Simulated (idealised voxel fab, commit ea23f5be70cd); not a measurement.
A process module follows: voxel released beams.
Section cut is 160 nm wide and gridded with 5 nm square cells.
We lay out every cross-section as a grid of square cells and spell it out in bands from the top down, where one band means one or more rows of cells. Top height, bottom height, nm. Materials left to right, width each, nm. Single material + "edge to edge" = fills band edge to edge. "blank" = empty. The level at which height equals 0 is the one under which the wafer, as it arrives, is entirely one material. No lower edge exists for the bottom band, which continues downward and is notated as in "0 -> down". A width given as "30..40" starts at the first number in the band's top row and ends at the second number in its bottom row, shifting by an equal amount at every step from row to row. "everything unchanged" after a step means that no cell of the cross-section changed. This entry, "Fully sealed voids", enumerates those empty regions of no fewer than 8 cells that possess no open connection to the top. Each region is reported in the form width x height at distance, the distance being taken from the left edge, with all three quantities expressed in nm. That trailing text on a step's line, after the settings, is the simulator's own remark on the step. "overlay nm", when on a step's line for a step with a mask, measures how far to the right of its planned place the mask lay; a negative measure means to the left.
These are the steps we planned for the process
- 1: RECEIVE (material Si)
- 2: CONFORMAL_DEP (material SiN; thk nm 5)
- 3: DIRECTIONAL_DEP (material SiO2; thk nm 15)
- 4: DIRECTIONAL_DEP (material aC; thk nm 15)
- 5: PATTERN (tone open; mask id ANCHOR; material resist; width nm 35; thk nm 35; overlay nm 0)
- 6: DIRECTIONAL_ETCH (etch materials aC; depth nm 15)
- 7: STRIP (etch materials resist)
- 8: DIRECTIONAL_ETCH (etch materials SiO2; depth nm 15)
- 9: STRIP (etch materials aC)
- 10: CONFORMAL_DEP (material W; thk nm 15)
- 11: PATTERN (tone cover; mask id BEAM; material resist; width nm 110; thk nm 15; overlay nm 0)
- 12: DIRECTIONAL_ETCH (etch materials W; depth nm 15)
- 13: STRIP (etch materials resist)
- 14: STRIP (etch materials SiO2)
Don't read the plan's thk nm for step 2 as applying to every wafer: that's the first wafer's value, and the wafers differ in it, though they all start identical.
Cross-sectional view of the first of several wafers in the as-received condition, corresponding to the state following step 1
    0 -> down  Si edge to edge
    Fully sealed voids: none
Below, a row for every wafer. Read it as the end-of-module picture: for each material the wafer shows its cells gained (+) or lost (-) since it was received, and then its closed voids
thk nm 5; +32 SiN; +84 W; Fully sealed voids: none
thk nm 10; +64 SiN; +84 W; Fully sealed voids: none
thk nm 15; +96 SiN; +84 W; Fully sealed voids: none
thk nm 20; +128 SiN; +84 W; Fully sealed voids: none
